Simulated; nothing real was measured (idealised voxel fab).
You're looking at the process module voxel spacer lines.
The cross-section on display is named cut; it measures 290 nm wide, and its cells are 5 nm squares.
Throughout this document, each cross-section is represented as a grid of square cells and is presented as a sequence of bands enumerated from the top downward, where a band comprises one or more rows of cells. First you get the band's top height and its bottom height, in nm, and then the materials it's made of, left to right, with each width in nm. If you see a single material with "edge to edge", that one covers the band edge to edge. "air" is empty space. We count height from 0. Below that, the starting wafer is all one material. The lowest band never ends at the bottom but goes on down; see "0 -> down" for how that is written. Graded width ("30 to 40"): value in top row of band = first number; value in bottom row = second number; row-to-row change constant. Where a step carries "all unchanged", the cross-section came out of it unchanged, cell for cell. "Unvented internal voids" enumerates empty spaces isolated from the top, with no open way to it, that contain at least 8 cells, giving each as width x height at distance from the left edge, all three in nm. Note: text after step settings on the step line = simulator remark on that step. overlay nm: for a step with a mask, the amount by which the mask lay right of where it was planned; a negative amount means left of it.
[Here's what the planned process steps look like]
1,RECEIVE | material Si
2,CONFORMAL_DEP | material Al2O3 | thk nm 10
3,DIRECTIONAL_DEP | material W | thk nm 10
4,DIRECTIONAL_DEP | material polySi | thk nm 30
5,PATTERN | tone cover | mask id MANDREL | material resist | width nm 20 | pitch nm 60 | thk nm 40 | overlay nm -15
6,DIRECTIONAL_ETCH | etch materials polySi | depth nm 30
7,STRIP | etch materials resist
8,CONFORMAL_DEP | material SiN | thk nm 10
9,DIRECTIONAL_ETCH | etch materials SiN | depth nm 10
10,STRIP | etch materials polySi
11,DIRECTIONAL_ETCH | etch materials W | depth nm 10
12,STRIP | etch materials SiN
For this document, wafers share an identical start and vary in the step 5 overlay nm; the plan quotes the first wafer's value.
[Cross-section of the first of several received wafers, showing its state after step 1]
    0 -> down = Si edge to edge
    Unvented internal voids: none
[The following table contains a row per wafer, in which are reported, at the conclusion of the module, the cells of each material gained (+) or lost (-) since the wafer's receipt, with its closed voids given thereafter]
overlay nm -15; +116 Al2O3; +16 W; Unvented internal voids: none
overlay nm -10; +116 Al2O3; +16 W; Unvented internal voids: none
overlay nm -5; +116 Al2O3; +16 W; Unvented internal voids: none
overlay nm 0; +116 Al2O3; +16 W; Unvented internal voids: none
overlay nm 5; +116 Al2O3; +16 W; Unvented internal voids: none
overlay nm 10; +116 Al2O3; +16 W; Unvented internal voids: none
overlay nm 15; +116 Al2O3; +16 W; Unvented internal voids: none
